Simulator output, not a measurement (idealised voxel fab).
This section sets out a process module, namely voxel double patterning.
The cross-section on display is named cut; it measures 150 nm wide, and its cells are 5 nm squares.
In what follows, cross-sections appear as grids of square cells, described through bands that run from the top down, where every band is one or more rows of cells.
Band entry format. Leading values: height of top, height of bottom, nm. Remainder: materials in left-to-right order, each with its width in nm. Special words: "edge to edge" on a single material, which then fills the band edge to edge; "air", empty space.
It should be noted that heights are counted from 0, beneath which the wafer as supplied is of one material throughout, and that the lowest band possesses no lower boundary but continues downward, as written in "0 nm and below".
It should be noted that a width expressed as "30..40" varies in equal increments from row to row of cells within the band, taking the value of the first number at the top row and that of the second number at the bottom row.
You'll sometimes find "left unchanged" written for a step, and that's the way of saying that nowhere in the cross-section did a cell change during that step.
"Voids lacking openings" means: voids of 8 cells or more that are shut off from the top with no open way through. Written width x height at distance, distance from the left edge, in nm.
Post-settings text on a step line: simulator's own remark regarding the step.
What "overlay nm" on a step's line means: if the step has a mask, that mask lay this far to the right of its planned place, or, when the value is negative, to the left.
So here's the lineup of process steps we planned
1) RECEIVE [material Si]
2) CONFORMAL_DEP [material SiO2] [thk nm 10]
3) DIRECTIONAL_DEP [material TiN] [thk nm 10]
4) DIRECTIONAL_DEP [material SiN] [thk nm 5]
5) MASKED_ETCH [tone open] [mask id FIRST] [width nm 15] [pitch nm 50] [etch materials SiN] [depth nm 5] [overlay nm 0]
6) DIRECTIONAL_DEP [material aC] [thk nm 15]
7) PATTERN [tone open] [mask id SECOND] [material resist] [width nm 15] [pitch nm 50] [thk nm 35] [overlay nm 0]
8) DIRECTIONAL_ETCH [etch materials aC] [depth nm 15]
9) STRIP [etch materials resist]
10) DIRECTIONAL_ETCH [etch materials SiN] [depth nm 5]
11) STRIP [etch materials aC]
12) DIRECTIONAL_ETCH [etch materials TiN] [depth nm 10]
13) STRIP [etch materials SiN]
Cross-section: wafer on arrival = after step 1
	0 nm and below = Si edge to edge
	Voids lacking openings: none
Figure: cross-sectional view of the wafer upon completion of the module, processed from the initial state and according to the plan depicted above, with one error introduced during execution
	20 nm to 10 nm = SiO2 edge to edge
	10 nm to 0 nm = TiN edge to edge
	0 nm and below = Si edge to edge
	Voids lacking openings: none
Plan not followed: plan vs actual: 2 and 3 interchanged
